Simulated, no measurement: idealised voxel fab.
process module | voxel self aligned vias
cross-section cut | 275 nm wide | cells 5 nm
A cross-section is a grid of square cells, given in bands from the top down. A band is one or more rows of cells.
Each band's line starts with the height of the band's top and of its bottom, in nm. Then come its materials from left to right, each with its width in nm. One material with "throughout" fills the band from edge to edge. "air" is empty space.
Height 0 is the level under which the wafer as received is all one material. The lowest band goes on downwards, as in "0 down".
A width such as "30 to 40" changes by the same amount from each row of cells to the next, from the band's top row to its bottom row.
"no change" after a step means that no cell of the cross-section changed.
closed voids: empty space of 8 cells or more with no open way to the top, each as width x height at its distance from the left edge, in nm
after a step's settings: what the simulator itself notes on the step
overlay nm, on a step with a mask: how far to the right of its planned place the mask lay; to the left if negative
plan
1 op RECEIVE | material Si
2 op CONFORMAL_DEP | material SiO2 | thk nm 15
3 op CONFORMAL_DEP | material SiCN | thk nm 5
4 op DIRECTIONAL_DEP | material lowk | thk nm 30
5 op DIRECTIONAL_DEP | material aC | thk nm 10
6 op PATTERN | tone open | mask id LINES | material resist | width nm 25 | pitch nm 75 | thk nm 30 | overlay nm 0
7 op DIRECTIONAL_ETCH | etch materials aC | depth nm 10
8 op STRIP | etch materials resist
9 op DIRECTIONAL_ETCH | etch materials lowk | depth nm 30
10 op STRIP | etch materials aC
11 op CONFORMAL_DEP | material TiN | thk nm 5
12 op FILL_DEP | material Ru | thk nm 10
13 op CMP | height nm 50
14 op SELECTIVE_ETCH | etch materials W Ru TiN | depth nm 10
15 op FILL_DEP | material SiN | thk nm 5
16 op CMP | height nm 50
17 op DIRECTIONAL_DEP | material lowk | thk nm 20
18 op MASKED_ETCH | tone open | mask id VIAS | width nm 45 | pitch nm 75 | etch materials lowk | depth nm 20 | overlay nm 0
19 op MASKED_ETCH | tone open | mask id VIAS | width nm 45 | pitch nm 75 | etch materials SiN | depth nm 10 | overlay nm -15
20 op CONFORMAL_DEP | material TiN | thk nm 5
21 op FILL_DEP | material W | thk nm 5
22 op CMP | height nm 70
23 op CONFORMAL_DEP | material SiCN | thk nm 5
varied across the wafers: overlay nm of step 19. The plan shows the first wafer's value. All wafers start alike
first wafer as received, after step 1
  0 down: Si throughout
  closed voids: none
first wafer at the end, after step 23
  75 to 70: SiCN throughout
  70 to 55: lowk 40 | TiN 5 | W 35 | TiN 5 | lowk 30 | TiN 5 | W 35 | TiN 5 | lowk 30 | TiN 5 | W 35 | TiN 5 | lowk 40
  55 to 50: lowk 40 | TiN 15 | W 10 | TiN 20 | lowk 30 | TiN 15 | W 10 | TiN 20 | lowk 30 | TiN 15 | W 10 | TiN 20 | lowk 40
  50 to 45: lowk 50 | TiN 5 | W 10 | TiN 5 | SiN 5 | lowk 50 | TiN 5 | W 10 | TiN 5 | SiN 5 | lowk 50 | TiN 5 | W 10 | TiN 5 | SiN 5 | lowk 50
  45 to 40: lowk 50 | TiN 20 | SiN 5 | lowk 50 | TiN 20 | SiN 5 | lowk 50 | TiN 20 | SiN 5 | lowk 50
  40 to 25: lowk 50 | TiN 5 | Ru 15 | TiN 5 | lowk 50 | TiN 5 | Ru 15 | TiN 5 | lowk 50 | TiN 5 | Ru 15 | TiN 5 | lowk 50
  25 to 20: lowk 50 | TiN 25 | lowk 50 | TiN 25 | lowk 50 | TiN 25 | lowk 50
  20 to 15: SiCN throughout
  15 to 0: SiO2 throughout
  0 down: Si throughout
  closed voids: none
last wafer at the end
  75 to 70: SiCN throughout
  70 to 55: lowk 40 | TiN 5 | W 35 | TiN 5 | lowk 30 | TiN 5 | W 35 | TiN 5 | lowk 30 | TiN 5 | W 35 | TiN 5 | lowk 40
  55 to 50: lowk 40 | TiN 20 | W 10 | TiN 15 | lowk 30 | TiN 20 | W 10 | TiN 15 | lowk 30 | TiN 20 | W 10 | TiN 15 | lowk 40
  50 to 45: lowk 50 | SiN 5 | TiN 5 | W 10 | TiN 5 | lowk 50 | SiN 5 | TiN 5 | W 10 | TiN 5 | lowk 50 | SiN 5 | TiN 5 | W 10 | TiN 5 | lowk 50
  45 to 40: lowk 50 | SiN 5 | TiN 20 | lowk 50 | SiN 5 | TiN 20 | lowk 50 | SiN 5 | TiN 20 | lowk 50
  40 to 25: lowk 50 | TiN 5 | Ru 15 | TiN 5 | lowk 50 | TiN 5 | Ru 15 | TiN 5 | lowk 50 | TiN 5 | Ru 15 | TiN 5 | lowk 50
  25 to 20: lowk 50 | TiN 25 | lowk 50 | TiN 25 | lowk 50 | TiN 25 | lowk 50
  20 to 15: SiCN throughout
  15 to 0: SiO2 throughout
  0 down: Si throughout
  closed voids: none
each wafer at the end: cells of each material gained (+) or lost (-) since it was received, then its closed voids
overlay nm -15 | +27 Ru | +110 SiCN | +6 SiN | +165 SiO2 | +90 TiN | +75 W | +352 lowk | closed voids: none
overlay nm -10 | +27 Ru | +110 SiCN | +165 SiO2 | +90 TiN | +81 W | +352 lowk | closed voids: none
overlay nm -5 | +27 Ru | +110 SiCN | +165 SiO2 | +90 TiN | +81 W | +352 lowk | closed voids: none
overlay nm 0 | +27 Ru | +110 SiCN | +165 SiO2 | +90 TiN | +81 W | +352 lowk | closed voids: none
overlay nm 5 | +27 Ru | +110 SiCN | +165 SiO2 | +90 TiN | +81 W | +352 lowk | closed voids: none
overlay nm 10 | +27 Ru | +110 SiCN | +165 SiO2 | +90 TiN | +81 W | +352 lowk | closed voids: none
overlay nm 15 | +27 Ru | +110 SiCN | +6 SiN | +165 SiO2 | +90 TiN | +75 W | +352 lowk | closed voids: none
